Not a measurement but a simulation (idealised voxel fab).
Herein follows the process module entitled voxel capacitor over wiring.
The width of the displayed cross-section, cut, is 245 nm; its cells are square, with a size of 5 nm.
Cross-section, as written here: a square-cell grid given band by band from the top down, where a band holds one or more rows of cells.
Per band: top height and bottom height in nm, followed by the left-to-right materials and their widths in nm; "full width" marks a single material spanning edge to edge, "empty" marks empty space.
It should be noted that heights are counted from 0, beneath which the wafer as supplied is of one material throughout, and that the lowest band possesses no lower boundary but continues downward, as written in "0 nm and below".
The two numbers in a width such as "30..40" mark its ends across the band: the first belongs to the top row of cells, the second to the bottom row, and from each row to the next the width moves by the same amount.
Reading "remained the same" for a step: not a cell of the cross-section changed in it.
The entry titled "Closed-off voids" provides the empty spaces that have no open way to the top, restricted to those of 8 cells or more. Each is presented as width x height at distance, the distance being measured from the left edge, with all three in nm.
That trailing text on a step's line, after the settings, is the simulator's own remark on the step.
The "overlay nm" setting may appear on a step's line; for a step that uses a mask, it gives how far to the right of its planned position the mask lay, and a negative value indicates the left.
Note: before/after cross-section pairs follow, one process step per pair, after-side truncated at the lowest changed band, step and settings given beneath. Different runs of this module on the same starting wafer may supply the pairs; a pair continues the one above only where the "Prior to step" entry says so.

Prior to step:
> 0 nm and below  Si full width
> Closed-off voids: none

Post-Step Section View:
> 10 nm to 0 nm  SiO2 full width
> Under 0: no change, same as before.
> Closed-off voids: none
Quick note on the step between the two cross-sections above: CONFORMAL_DEP: material SiO2, thk nm 10

Prior to step: no separate figure, the pair right above already shows it after its step.

Post-Step Section View:
> 15 nm to 10 nm  SiN full width
> Under 10: no change, same as before.
> Closed-off voids: none
Quick note on the step between the two cross-sections above: CONFORMAL_DEP: material SiN, thk nm 5

Prior to step: no separate figure, the pair right above already shows it after its step.

Post-Step Section View:
> 30 nm to 15 nm  SiO2 full width
> Under 15: no change, same as before.
> Closed-off voids: none
Quick note on the step between the two cross-sections above: DIRECTIONAL_DEP: material SiO2, thk nm 15

Prior to step: no separate figure, the pair right above already shows it after its step.

Post-Step Section View:
> 45 nm to 30 nm  aC full width
> Under 30: no change, same as before.
> Closed-off voids: none
Quick note on the step between the two cross-sections above: DIRECTIONAL_DEP: material aC, thk nm 15

Prior to step: no separate figure, the pair right above already shows it after its step.

Post-Step Section View:
> 75 nm to 45 nm  resist 70 nm | empty 25 nm | resist 50 nm | empty 25 nm | resist 75 nm
> Under 45: no change, same as before.
> Closed-off voids: none
Quick note on the step between the two cross-sections above: PATTERN: tone open, mask id METAL_1, material resist, width nm 25, pitch nm 75, thk nm 30, overlay nm 0

Prior to step: no separate figure, the pair right above already shows it after its step.

Post-Step Section View:
> 60 nm to 45 nm  resist 70 nm | empty 25 nm | resist 50 nm | empty 25 nm | resist 75 nm
> 45 nm to 30 nm  aC 70 nm | empty 25 nm | aC 50 nm | empty 25 nm | aC 75 nm
> Under 30: no change, same as before.
> Closed-off voids: none
Quick note on the step between the two cross-sections above: DIRECTIONAL_ETCH: etch materials aC, depth nm 15

Prior to step: no separate figure, the pair right above already shows it after its step.

Post-Step Section View:
> 45 nm to 30 nm  aC 70 nm | empty 25 nm | aC 50 nm | empty 25 nm | aC 75 nm
> Under 30: no change, same as before.
> Closed-off voids: none
Quick note on the step between the two cross-sections above: STRIP: etch materials resist

Prior to step: no separate figure, the pair right above already shows it after its step.

Post-Step Section View:
> 45 nm to 30 nm  aC 70 nm | empty 25 nm | aC 50 nm | empty 25 nm | aC 75 nm
> 30 nm to 15 nm  SiO2 70 nm | empty 25 nm | SiO2 50 nm | empty 25 nm | SiO2 75 nm
> Under 15: no change, same as before.
> Closed-off voids: none
Quick note on the step between the two cross-sections above: DIRECTIONAL_ETCH: etch materials SiO2, depth nm 15

Prior to step: no separate figure, the pair right above already shows it after its step.

Post-Step Section View:
> 45 nm to 30 nm  aC 70 nm | empty 25 nm | aC 50 nm | empty 25 nm | aC 75 nm
> 30 nm to 15 nm  SiO2 70 nm | empty 25 nm | SiO2 50 nm | empty 25 nm | SiO2 75 nm
> 15 nm to 10 nm  SiN 70 nm | empty 25 nm | SiN 50 nm | empty 25 nm | SiN 75 nm
> Under 10: no change, same as before.
> Closed-off voids: none
Quick note on the step between the two cross-sections above: DIRECTIONAL_ETCH: etch materials SiN, depth nm 5

Prior to step: no separate figure, the pair right above already shows it after its step.

Post-Step Section View:
> 30 nm to 15 nm  SiO2 70 nm | empty 25 nm | SiO2 50 nm | empty 25 nm | SiO2 75 nm
> Under 15: no change, same as before.
> Closed-off voids: none
Quick note on the step between the two cross-sections above: STRIP: etch materials aC

Prior to step: no separate figure, the pair right above already shows it after its step.

Post-Step Section View:
> 35 nm to 30 nm  TiN 75 nm | empty 15 nm | TiN 60 nm | empty 15 nm | TiN 80 nm
> 30 nm to 15 nm  SiO2 70 nm | TiN 5 nm | empty 15 nm | TiN 5 nm | SiO2 50 nm | TiN 5 nm | empty 15 nm | TiN 5 nm | SiO2 75 nm
> 15 nm to 10 nm  SiN 70 nm | TiN 25 nm | SiN 50 nm | TiN 25 nm | SiN 75 nm
> Under 10: no change, same as before.
> Closed-off voids: none
Quick note on the step between the two cross-sections above: CONFORMAL_DEP: material TiN, thk nm 5

Prior to step: no separate figure, the pair right above already shows it after its step.

Post-Step Section View:
> 40 nm to 35 nm  Cu full width
> 35 nm to 30 nm  TiN 75 nm | Cu 15 nm | TiN 60 nm | Cu 15 nm | TiN 80 nm
> 30 nm to 15 nm  SiO2 70 nm | TiN 5 nm | Cu 15 nm | TiN 5 nm | SiO2 50 nm | TiN 5 nm | Cu 15 nm | TiN 5 nm | SiO2 75 nm
> Under 15: no change, same as before.
> Closed-off voids: none
Quick note on the step between the two cross-sections above: FILL_DEP: material Cu, thk nm 5

Prior to step: no separate figure, the pair right above already shows it after its step.

Post-Step Section View:
> 30 nm to 15 nm  SiO2 70 nm | TiN 5 nm | Cu 15 nm | TiN 5 nm | SiO2 50 nm | TiN 5 nm | Cu 15 nm | TiN 5 nm | SiO2 75 nm
> Under 15: no change, same as before.
> Closed-off voids: none
Quick note on the step between the two cross-sections above: CMP: height nm 30

Prior to step: no separate figure, the pair right above already shows it after its step.

Post-Step Section View:
> 35 nm to 30 nm  SiCN full width
> Under 30: no change, same as before.
> Closed-off voids: none
Quick note on the step between the two cross-sections above: CONFORMAL_DEP: material SiCN, thk nm 5

Prior to step: no separate figure, the pair right above already shows it after its step.

Post-Step Section View:
> 50 nm to 35 nm  lowk full width
> Under 35: no change, same as before.
> Closed-off voids: none
Quick note on the step between the two cross-sections above: DIRECTIONAL_DEP: material lowk, thk nm 15

Prior to step: no separate figure, the pair right above already shows it after its step.

Post-Step Section View:
> 70 nm to 50 nm  resist 80 nm | empty 15 nm | resist 150 nm
> Under 50: no change, same as before.
> Closed-off voids: none
Quick note on the step between the two cross-sections above: PATTERN: tone open, mask id PLUG_1, material resist, width nm 15, thk nm 20, overlay nm 0

Prior to step: no separate figure, the pair right above already shows it after its step.

Post-Step Section View:
> 70 nm to 50 nm  resist 80 nm | empty 15 nm | resist 150 nm
> 50 nm to 35 nm  lowk 80 nm | empty 15 nm | lowk 150 nm
> Under 35: no change, same as before.
> Closed-off voids: none
Quick note on the step between the two cross-sections above: DIRECTIONAL_ETCH: etch materials lowk, depth nm 15

Prior to step: no separate figure, the pair right above already shows it after its step.

Post-Step Section View:
> 70 nm to 50 nm  resist 80 nm | empty 15 nm | resist 150 nm
> 50 nm to 35 nm  lowk 80 nm | empty 15 nm | lowk 150 nm
> 35 nm to 30 nm  SiCN 80 nm | empty 15 nm | SiCN 150 nm
> Under 30: no change, same as before.
> Closed-off voids: none
Quick note on the step between the two cross-sections above: DIRECTIONAL_ETCH: etch materials SiCN, depth nm 5

Prior to step: no separate figure, the pair right above already shows it after its step.

Post-Step Section View:
> 50 nm to 35 nm  lowk 80 nm | empty 15 nm | lowk 150 nm
> Under 35: no change, same as before.
> Closed-off voids: none
Quick note on the step between the two cross-sections above: STRIP: etch materials resist

Prior to step: no separate figure, the pair right above already shows it after its step.

Post-Step Section View:
> 55 nm to 50 nm  TiN 85 nm | empty 5 nm | TiN 155 nm
> 50 nm to 35 nm  lowk 80 nm | TiN 5 nm | empty 5 nm | TiN 5 nm | lowk 150 nm
> 35 nm to 30 nm  SiCN 80 nm | TiN 15 nm | SiCN 150 nm
> Under 30: no change, same as before.
> Closed-off voids: none
Quick note on the step between the two cross-sections above: CONFORMAL_DEP: material TiN, thk nm 5

Prior to step: no separate figure, the pair right above already shows it after its step.

Post-Step Section View:
> 65 nm to 55 nm  Ru full width
> 55 nm to 50 nm  TiN 85 nm | Ru 5 nm | TiN 155 nm
> 50 nm to 35 nm  lowk 80 nm | TiN 5 nm | Ru 5 nm | TiN 5 nm | lowk 150 nm
> Under 35: no change, same as before.
> Closed-off voids: none
Quick note on the step between the two cross-sections above: FILL_DEP: material Ru, thk nm 10

Prior to step: no separate figure, the pair right above already shows it after its step.

Post-Step Section View:
> 50 nm to 35 nm  lowk 80 nm | TiN 5 nm | Ru 5 nm | TiN 5 nm | lowk 150 nm
> Under 35: no change, same as before.
> Closed-off voids: none
Quick note on the step between the two cross-sections above: CMP: height nm 50

Prior to step: no separate figure, the pair right above already shows it after its step.

Post-Step Section View:
> 60 nm to 50 nm  TiN full width
> Under 50: no change, same as before.
> Closed-off voids: none
Quick note on the step between the two cross-sections above: DIRECTIONAL_DEP: material TiN, thk nm 10

Prior to step: no separate figure, the pair right above already shows it after its step.

Post-Step Section View:
> 65 nm to 60 nm  HfO2 full width
> Under 60: no change, same as before.
> Closed-off voids: none
Quick note on the step between the two cross-sections above: DIRECTIONAL_DEP: material HfO2, thk nm 5

Prior to step: no separate figure, the pair right above already shows it after its step.

Post-Step Section View:
> 75 nm to 65 nm  TiN full width
> Under 65: no change, same as before.
> Closed-off voids: none
Quick note on the step between the two cross-sections above: DIRECTIONAL_DEP: material TiN, thk nm 10

Prior to step: no separate figure, the pair right above already shows it after its step.

Post-Step Section View:
> 75 nm to 65 nm  empty 80 nm | TiN 55 nm | empty 110 nm
> Under 65: no change, same as before.
> Closed-off voids: none
Quick note on the step between the two cross-sections above: MASKED_ETCH: tone cover, mask id UPPER_PLATE, width nm 55, etch materials TiN, depth nm 10, overlay nm 0

Prior to step: no separate figure, the pair right above already shows it after its step.

Post-Step Section View:
> 75 nm to 65 nm  empty 80 nm | TiN 55 nm | empty 110 nm
> 65 nm to 60 nm  empty 80 nm | HfO2 55 nm | empty 110 nm
> Under 60: no change, same as before.
> Closed-off voids: none
Quick note on the step between the two cross-sections above: MASKED_ETCH: tone cover, mask id UPPER_PLATE, width nm 55, etch materials HfO2, depth nm 5, overlay nm 0

Prior to step: no separate figure, the pair right above already shows it after its step.

Post-Step Section View:
> 95 nm to 75 nm  empty 75 nm | resist 65 nm | empty 105 nm
> 75 nm to 65 nm  empty 75 nm | resist 5 nm | TiN 55 nm | resist 5 nm | empty 105 nm
> 65 nm to 60 nm  empty 75 nm | resist 5 nm | HfO2 55 nm | resist 5 nm | empty 105 nm
> Under 60: no change, same as before.
> Closed-off voids: none
Quick note on the step between the two cross-sections above: PATTERN: tone cover, mask id LOWER_PLATE, material resist, width nm 65, thk nm 20, overlay nm 0

Prior to step: no separate figure, the pair right above already shows it after its step.

Post-Step Section View:
> 95 nm to 75 nm  empty 75 nm | resist 65 nm | empty 105 nm
> 75 nm to 65 nm  empty 75 nm | resist 5 nm | TiN 55 nm | resist 5 nm | empty 105 nm
> 65 nm to 60 nm  empty 75 nm | resist 5 nm | HfO2 55 nm | resist 5 nm | empty 105 nm
> 60 nm to 50 nm  empty 75 nm | TiN 65 nm | empty 105 nm
> Under 50: no change, same as before.
> Closed-off voids: none
Quick note on the step between the two cross-sections above: DIRECTIONAL_ETCH: etch materials TiN, depth nm 10

Prior to step: no separate figure, the pair right above already shows it after its step.

Post-Step Section View:
> 75 nm to 65 nm  empty 80 nm | TiN 55 nm | empty 110 nm
> 65 nm to 60 nm  empty 80 nm | HfO2 55 nm | empty 110 nm
> Under 60: no change, same as before.
> Closed-off voids: none
Quick note on the step between the two cross-sections above: STRIP: etch materials resist

Prior to step: no separate figure, the pair right above already shows it after its step.

Post-Step Section View:
> 90 nm to 75 nm  SiO2 full width
> 75 nm to 65 nm  SiO2 80 nm | TiN 55 nm | SiO2 110 nm
> 65 nm to 60 nm  SiO2 80 nm | HfO2 55 nm | SiO2 110 nm
> 60 nm to 50 nm  SiO2 75 nm | TiN 65 nm | SiO2 105 nm
> Under 50: no change, same as before.
> Closed-off voids: none
Quick note on the step between the two cross-sections above: FILL_DEP: material SiO2, thk nm 15

Prior to step: no separate figure, the pair right above already shows it after its step.

Post-Step Section View:
> 85 nm to 75 nm  SiO2 full width
> Under 75: no change, same as before.
> Closed-off voids: none
Quick note on the step between the two cross-sections above: CMP: height nm 85

Prior to step: no separate figure, the pair right above already shows it after its step.

Post-Step Section View:
> 95 nm to 85 nm  aC full width
> Under 85: no change, same as before.
> Closed-off voids: none
Quick note on the step between the two cross-sections above: DIRECTIONAL_DEP: material aC, thk nm 10

Prior to step: no separate figure, the pair right above already shows it after its step.

Post-Step Section View:
> 125 nm to 95 nm  resist 90 nm | empty 15 nm | resist 140 nm
> Under 95: no change, same as before.
> Closed-off voids: none
Quick note on the step between the two cross-sections above: PATTERN: tone open, mask id PLUG_2, material resist, width nm 15, thk nm 30, overlay nm 0

Prior to step: no separate figure, the pair right above already shows it after its step.

Post-Step Section View:
> 115 nm to 95 nm  resist 90 nm | empty 15 nm | resist 140 nm
> 95 nm to 85 nm  aC 90 nm | empty 15 nm | aC 140 nm
> Under 85: no change, same as before.
> Closed-off voids: none
Quick note on the step between the two cross-sections above: DIRECTIONAL_ETCH: etch materials aC, depth nm 10

Prior to step: no separate figure, the pair right above already shows it after its step.

Post-Step Section View:
> 95 nm to 85 nm  aC 90 nm | empty 15 nm | aC 140 nm
> Under 85: no change, same as before.
> Closed-off voids: none
Quick note on the step between the two cross-sections above: STRIP: etch materials resist

Prior to step: no separate figure, the pair right above already shows it after its step.

Post-Step Section View:
> 95 nm to 85 nm  aC 90 nm | empty 15 nm | aC 140 nm
> 85 nm to 75 nm  SiO2 90 nm | empty 15 nm | SiO2 140 nm
> Under 75: no change, same as before.
> Closed-off voids: none
Quick note on the step between the two cross-sections above: DIRECTIONAL_ETCH: etch materials SiO2, depth nm 10

Prior to step: no separate figure, the pair right above already shows it after its step.

Post-Step Section View:
> 85 nm to 75 nm  SiO2 90 nm | empty 15 nm | SiO2 140 nm
> Under 75: no change, same as before.
> Closed-off voids: none
Quick note on the step between the two cross-sections above: STRIP: etch materials aC

Prior to step: no separate figure, the pair right above already shows it after its step.

Post-Step Section View:
> 90 nm to 85 nm  TiN 95 nm | empty 5 nm | TiN 145 nm
> 85 nm to 80 nm  SiO2 90 nm | TiN 5 nm | empty 5 nm | TiN 5 nm | SiO2 140 nm
> 80 nm to 75 nm  SiO2 90 nm | TiN 15 nm | SiO2 140 nm
> Under 75: no change, same as before.
> Closed-off voids: none
Quick note on the step between the two cross-sections above: CONFORMAL_DEP: material TiN, thk nm 5

Prior to step: no separate figure, the pair right above already shows it after its step.

Post-Step Section View:
> 100 nm to 90 nm  Ru full width
> 90 nm to 85 nm  TiN 95 nm | Ru 5 nm | TiN 145 nm
> 85 nm to 80 nm  SiO2 90 nm | TiN 5 nm | Ru 5 nm | TiN 5 nm | SiO2 140 nm
> Under 80: no change, same as before.
> Closed-off voids: none
Quick note on the step between the two cross-sections above: FILL_DEP: material Ru, thk nm 10

Prior to step: no separate figure, the pair right above already shows it after its step.

Post-Step Section View:
> 85 nm to 80 nm  SiO2 90 nm | TiN 5 nm | Ru 5 nm | TiN 5 nm | SiO2 140 nm
> Under 80: no change, same as before.
> Closed-off voids: none
Quick note on the step between the two cross-sections above: CMP: height nm 85

Prior to step: no separate figure, the pair right above already shows it after its step.

Post-Step Section View:
> 90 nm to 85 nm  SiN full width
> Under 85: no change, same as before.
> Closed-off voids: none
Quick note on the step between the two cross-sections above: CONFORMAL_DEP: material SiN, thk nm 5

Prior to step:
> 65 nm to 55 nm  Ru full width
> 55 nm to 50 nm  TiN 85 nm | Ru 5 nm | TiN 155 nm
> 50 nm to 35 nm  lowk 80 nm | TiN 5 nm | Ru 5 nm | TiN 5 nm | lowk 150 nm
> 35 nm to 30 nm  SiCN 80 nm | TiN 15 nm | SiCN 150 nm
> 30 nm to 15 nm  SiO2 70 nm | TiN 5 nm | Cu 15 nm | TiN 5 nm | SiO2 50 nm | TiN 5 nm | Cu 15 nm | TiN 5 nm | SiO2 75 nm
> 15 nm to 10 nm  SiN 70 nm | TiN 25 nm | SiN 50 nm | TiN 25 nm | SiN 75 nm
> 10 nm to 0 nm  SiO2 full width
> 0 nm and below  Si full width
> Closed-off voids: none

Post-Step Section View:
> 75 nm to 65 nm  TiN full width
> Under 65: no change, same as before.
> Closed-off voids: none
Quick note on the step between the two cross-sections above: DIRECTIONAL_DEP: material TiN, thk nm 10

Prior to step: no separate figure, the pair right above already shows it after its step.

Post-Step Section View:
> 80 nm to 75 nm  HfO2 full width
> Under 75: no change, same as before.
> Closed-off voids: none
Quick note on the step between the two cross-sections above: DIRECTIONAL_DEP: material HfO2, thk nm 5

Prior to step: no separate figure, the pair right above already shows it after its step.

Post-Step Section View:
> 90 nm to 80 nm  TiN full width
> Under 80: no change, same as before.
> Closed-off voids: none
Quick note on the step between the two cross-sections above: DIRECTIONAL_DEP: material TiN, thk nm 10

Prior to step: no separate figure, the pair right above already shows it after its step.

Post-Step Section View:
> 90 nm to 80 nm  empty 80 nm | TiN 55 nm | empty 110 nm
> Under 80: no change, same as before.
> Closed-off voids: none
Quick note on the step between the two cross-sections above: MASKED_ETCH: tone cover, mask id UPPER_PLATE, width nm 55, etch materials TiN, depth nm 10, overlay nm 0

Prior to step: no separate figure, the pair right above already shows it after its step.

Post-Step Section View:
> 90 nm to 80 nm  empty 80 nm | TiN 55 nm | empty 110 nm
> 80 nm to 75 nm  empty 80 nm | HfO2 55 nm | empty 110 nm
> Under 75: no change, same as before.
> Closed-off voids: none
Quick note on the step between the two cross-sections above: MASKED_ETCH: tone cover, mask id UPPER_PLATE, width nm 55, etch materials HfO2, depth nm 5, overlay nm 0

Prior to step: no separate figure, the pair right above already shows it after its step.

Post-Step Section View:
> 110 nm to 90 nm  empty 75 nm | resist 65 nm | empty 105 nm
> 90 nm to 80 nm  empty 75 nm | resist 5 nm | TiN 55 nm | resist 5 nm | empty 105 nm
> 80 nm to 75 nm  empty 75 nm | resist 5 nm | HfO2 55 nm | resist 5 nm | empty 105 nm
> Under 75: no change, same as before.
> Closed-off voids: none
Quick note on the step between the two cross-sections above: PATTERN: tone cover, mask id LOWER_PLATE, material resist, width nm 65, thk nm 20, overlay nm 0

Prior to step: no separate figure, the pair right above already shows it after its step.

Post-Step Section View:
> 110 nm to 90 nm  empty 75 nm | resist 65 nm | empty 105 nm
> 90 nm to 80 nm  empty 75 nm | resist 5 nm | TiN 55 nm | resist 5 nm | empty 105 nm
> 80 nm to 75 nm  empty 75 nm | resist 5 nm | HfO2 55 nm | resist 5 nm | empty 105 nm
> 75 nm to 65 nm  empty 75 nm | TiN 65 nm | empty 105 nm
> Under 65: no change, same as before.
> Closed-off voids: none
Quick note on the step between the two cross-sections above: DIRECTIONAL_ETCH: etch materials TiN, depth nm 10

Prior to step: no separate figure, the pair right above already shows it after its step.

Post-Step Section View:
> 90 nm to 80 nm  empty 80 nm | TiN 55 nm | empty 110 nm
> 80 nm to 75 nm  empty 80 nm | HfO2 55 nm | empty 110 nm
> Under 75: no change, same as before.
> Closed-off voids: none
Quick note on the step between the two cross-sections above: STRIP: etch materials resist

Prior to step: no separate figure, the pair right above already shows it after its step.

Post-Step Section View:
> 105 nm to 90 nm  SiO2 full width
> 90 nm to 80 nm  SiO2 80 nm | TiN 55 nm | SiO2 110 nm
> 80 nm to 75 nm  SiO2 80 nm | HfO2 55 nm | SiO2 110 nm
> 75 nm to 65 nm  SiO2 75 nm | TiN 65 nm | SiO2 105 nm
> Under 65: no change, same as before.
> Closed-off voids: none
Quick note on the step between the two cross-sections above: FILL_DEP: material SiO2, thk nm 15

Prior to step: no separate figure, the pair right above already shows it after its step.

Post-Step Section View:
> 85 nm to 80 nm  SiO2 80 nm | TiN 55 nm | SiO2 110 nm
> Under 80: no change, same as before.
> Closed-off voids: none
Quick note on the step between the two cross-sections above: CMP: height nm 85

Prior to step: no separate figure, the pair right above already shows it after its step.

Post-Step Section View:
> 95 nm to 85 nm  aC full width
> Under 85: no change, same as before.
> Closed-off voids: none
Quick note on the step between the two cross-sections above: DIRECTIONAL_DEP: material aC, thk nm 10

Prior to step: no separate figure, the pair right above already shows it after its step.

Post-Step Section View:
> 125 nm to 95 nm  resist 90 nm | empty 15 nm | resist 140 nm
> Under 95: no change, same as before.
> Closed-off voids: none
Quick note on the step between the two cross-sections above: PATTERN: tone open, mask id PLUG_2, material resist, width nm 15, thk nm 30, overlay nm 0

Prior to step: no separate figure, the pair right above already shows it after its step.

Post-Step Section View:
> 115 nm to 95 nm  resist 90 nm | empty 15 nm | resist 140 nm
> 95 nm to 85 nm  aC 90 nm | empty 15 nm | aC 140 nm
> Under 85: no change, same as before.
> Closed-off voids: none
Quick note on the step between the two cross-sections above: DIRECTIONAL_ETCH: etch materials aC, depth nm 10

Prior to step: no separate figure, the pair right above already shows it after its step.

Post-Step Section View:
> 95 nm to 85 nm  aC 90 nm | empty 15 nm | aC 140 nm
> Under 85: no change, same as before.
> Closed-off voids: none
Quick note on the step between the two cross-sections above: STRIP: etch materials resist

Prior to step: no separate figure, the pair right above already shows it after its step.

Post-Step Section View:
> 85 nm to 80 nm  SiO2 80 nm | TiN 55 nm | SiO2 110 nm
> Under 80: no change, same as before.
> Closed-off voids: none
Quick note on the step between the two cross-sections above: STRIP: etch materials aC

Prior to step: no separate figure, the pair right above already shows it after its step.

Post-Step Section View:
> 90 nm to 85 nm  TiN full width
> Under 85: no change, same as before.
> Closed-off voids: none
Quick note on the step between the two cross-sections above: CONFORMAL_DEP: material TiN, thk nm 5

Prior to step: no separate figure, the pair right above already shows it after its step.

Post-Step Section View:
> 100 nm to 90 nm  Ru full width
> Under 90: no change, same as before.
> Closed-off voids: none
Quick note on the step between the two cross-sections above: FILL_DEP: material Ru, thk nm 10

Prior to step: no separate figure, the pair right above already shows it after its step.

Post-Step Section View:
> 85 nm to 80 nm  SiO2 80 nm | TiN 55 nm | SiO2 110 nm
> Under 80: no change, same as before.
> Closed-off voids: none
Quick note on the step between the two cross-sections above: CMP: height nm 85

Prior to step: no separate figure, the pair right above already shows it after its step.

Post-Step Section View:
> 90 nm to 85 nm  SiN full width
> Under 85: no change, same as before.
> Closed-off voids: none
Quick note on the step between the two cross-sections above: CONFORMAL_DEP: material SiN, thk nm 5

Prior to step:
> 90 nm to 75 nm  SiO2 full width
> 75 nm to 65 nm  SiO2 80 nm | TiN 55 nm | SiO2 110 nm
> 65 nm to 60 nm  SiO2 80 nm | HfO2 55 nm | SiO2 110 nm
> 60 nm to 50 nm  SiO2 75 nm | TiN 65 nm | SiO2 105 nm
> 50 nm to 35 nm  lowk 80 nm | TiN 5 nm | Ru 5 nm | TiN 5 nm | lowk 150 nm
> 35 nm to 30 nm  SiCN 80 nm | TiN 15 nm | SiCN 150 nm
> 30 nm to 15 nm  SiO2 70 nm | TiN 5 nm | Cu 15 nm | TiN 5 nm | SiO2 50 nm | TiN 5 nm | Cu 15 nm | TiN 5 nm | SiO2 75 nm
> 15 nm to 10 nm  SiN 70 nm | TiN 25 nm | SiN 50 nm | TiN 25 nm | SiN 75 nm
> 10 nm to 0 nm  SiO2 full width
> 0 nm and below  Si full width
> Closed-off voids: none

Post-Step Section View:
> 105 nm to 75 nm  SiO2 full width
> Under 75: no change, same as before.
> Closed-off voids: none
Quick note on the step between the two cross-sections above: FILL_DEP: material SiO2, thk nm 15

Prior to step: no separate figure, the pair right above already shows it after its step.

Post-Step Section View:
> 85 nm to 75 nm  SiO2 full width
> Under 75: no change, same as before.
> Closed-off voids: none
Quick note on the step between the two cross-sections above: CMP: height nm 85

Prior to step:
> 60 nm to 50 nm  TiN full width
> 50 nm to 35 nm  lowk 80 nm | TiN 5 nm | Ru 5 nm | TiN 5 nm | lowk 150 nm
> 35 nm to 30 nm  SiCN 80 nm | TiN 15 nm | SiCN 150 nm
> 30 nm to 15 nm  SiO2 70 nm | TiN 5 nm | Cu 15 nm | TiN 5 nm | SiO2 50 nm | TiN 5 nm | Cu 15 nm | TiN 5 nm | SiO2 75 nm
> 15 nm to 10 nm  SiN 70 nm | TiN 25 nm | SiN 50 nm | TiN 25 nm | SiN 75 nm
> 10 nm to 0 nm  SiO2 full width
> 0 nm and below  Si full width
> Closed-off voids: none

Post-Step Section View:
> 70 nm to 50 nm  TiN full width
> Under 50: no change, same as before.
> Closed-off voids: none
Quick note on the step between the two cross-sections above: DIRECTIONAL_DEP: material TiN, thk nm 10

Prior to step: no separate figure, the pair right above already shows it after its step.

Post-Step Section View:
> 75 nm to 70 nm  HfO2 full width
> Under 70: no change, same as before.
> Closed-off voids: none
Quick note on the step between the two cross-sections above: DIRECTIONAL_DEP: material HfO2, thk nm 5

Prior to step: no separate figure, the pair right above already shows it after its step.

Post-Step Section View:
> 75 nm to 70 nm  empty 80 nm | HfO2 55 nm | empty 110 nm
> Under 70: no change, same as before.
> Closed-off voids: none
Quick note on the step between the two cross-sections above: MASKED_ETCH: tone cover, mask id UPPER_PLATE, width nm 55, etch materials HfO2, depth nm 5, overlay nm 0

Prior to step: no separate figure, the pair right above already shows it after its step.

Post-Step Section View:
> 95 nm to 75 nm  empty 75 nm | resist 65 nm | empty 105 nm
> 75 nm to 70 nm  empty 75 nm | resist 5 nm | HfO2 55 nm | resist 5 nm | empty 105 nm
> Under 70: no change, same as before.
> Closed-off voids: none
Quick note on the step between the two cross-sections above: PATTERN: tone cover, mask id LOWER_PLATE, material resist, width nm 65, thk nm 20, overlay nm 0

Prior to step: no separate figure, the pair right above already shows it after its step.

Post-Step Section View:
> 95 nm to 75 nm  empty 75 nm | resist 65 nm | empty 105 nm
> 75 nm to 70 nm  empty 75 nm | resist 5 nm | HfO2 55 nm | resist 5 nm | empty 105 nm
> 70 nm to 60 nm  empty 75 nm | TiN 65 nm | empty 105 nm
> Under 60: no change, same as before.
> Closed-off voids: none
Quick note on the step between the two cross-sections above: DIRECTIONAL_ETCH: etch materials TiN, depth nm 10

Prior to step: no separate figure, the pair right above already shows it after its step.

Post-Step Section View:
> 75 nm to 70 nm  empty 80 nm | HfO2 55 nm | empty 110 nm
> Under 70: no change, same as before.
> Closed-off voids: none
Quick note on the step between the two cross-sections above: STRIP: etch materials resist

Prior to step: no separate figure, the pair right above already shows it after its step.

Post-Step Section View:
> 90 nm to 75 nm  SiO2 full width
> 75 nm to 70 nm  SiO2 80 nm | HfO2 55 nm | SiO2 110 nm
> 70 nm to 60 nm  SiO2 75 nm | TiN 65 nm | SiO2 105 nm
> Under 60: no change, same as before.
> Closed-off voids: none
Quick note on the step between the two cross-sections above: FILL_DEP: material SiO2, thk nm 15

Prior to step: no separate figure, the pair right above already shows it after its step.

Post-Step Section View:
> 85 nm to 75 nm  SiO2 full width
> Under 75: no change, same as before.
> Closed-off voids: none
Quick note on the step between the two cross-sections above: CMP: height nm 85

Prior to step: no separate figure, the pair right above already shows it after its step.

Post-Step Section View:
> 95 nm to 85 nm  aC full width
> Under 85: no change, same as before.
> Closed-off voids: none
Quick note on the step between the two cross-sections above: DIRECTIONAL_DEP: material aC, thk nm 10

Prior to step: no separate figure, the pair right above already shows it after its step.

Post-Step Section View:
> 125 nm to 95 nm  resist 90 nm | empty 15 nm | resist 140 nm
> Under 95: no change, same as before.
> Closed-off voids: none
Quick note on the step between the two cross-sections above: PATTERN: tone open, mask id PLUG_2, material resist, width nm 15, thk nm 30, overlay nm 0

Prior to step: no separate figure, the pair right above already shows it after its step.

Post-Step Section View:
> 115 nm to 95 nm  resist 90 nm | empty 15 nm | resist 140 nm
> 95 nm to 85 nm  aC 90 nm | empty 15 nm | aC 140 nm
> Under 85: no change, same as before.
> Closed-off voids: none
Quick note on the step between the two cross-sections above: DIRECTIONAL_ETCH: etch materials aC, depth nm 10

Prior to step: no separate figure, the pair right above already shows it after its step.

Post-Step Section View:
> 95 nm to 85 nm  aC 90 nm | empty 15 nm | aC 140 nm
> Under 85: no change, same as before.
> Closed-off voids: none
Quick note on the step between the two cross-sections above: STRIP: etch materials resist

Prior to step: no separate figure, the pair right above already shows it after its step.

Post-Step Section View:
> 95 nm to 85 nm  aC 90 nm | empty 15 nm | aC 140 nm
> 85 nm to 75 nm  SiO2 90 nm | empty 15 nm | SiO2 140 nm
> Under 75: no change, same as before.
> Closed-off voids: none
Quick note on the step between the two cross-sections above: DIRECTIONAL_ETCH: etch materials SiO2, depth nm 10

Prior to step: no separate figure, the pair right above already shows it after its step.

Post-Step Section View:
> 85 nm to 75 nm  SiO2 90 nm | empty 15 nm | SiO2 140 nm
> Under 75: no change, same as before.
> Closed-off voids: none
Quick note on the step between the two cross-sections above: STRIP: etch materials aC

Prior to step: no separate figure, the pair right above already shows it after its step.

Post-Step Section View:
> 90 nm to 85 nm  TiN 95 nm | empty 5 nm | TiN 145 nm
> 85 nm to 80 nm  SiO2 90 nm | TiN 5 nm | empty 5 nm | TiN 5 nm | SiO2 140 nm
> 80 nm to 75 nm  SiO2 90 nm | TiN 15 nm | SiO2 140 nm
> Under 75: no change, same as before.
> Closed-off voids: none
Quick note on the step between the two cross-sections above: CONFORMAL_DEP: material TiN, thk nm 5

Prior to step: no separate figure, the pair right above already shows it after its step.

Post-Step Section View:
> 100 nm to 90 nm  Ru full width
> 90 nm to 85 nm  TiN 95 nm | Ru 5 nm | TiN 145 nm
> 85 nm to 80 nm  SiO2 90 nm | TiN 5 nm | Ru 5 nm | TiN 5 nm | SiO2 140 nm
> Under 80: no change, same as before.
> Closed-off voids: none
Quick note on the step between the two cross-sections above: FILL_DEP: material Ru, thk nm 10
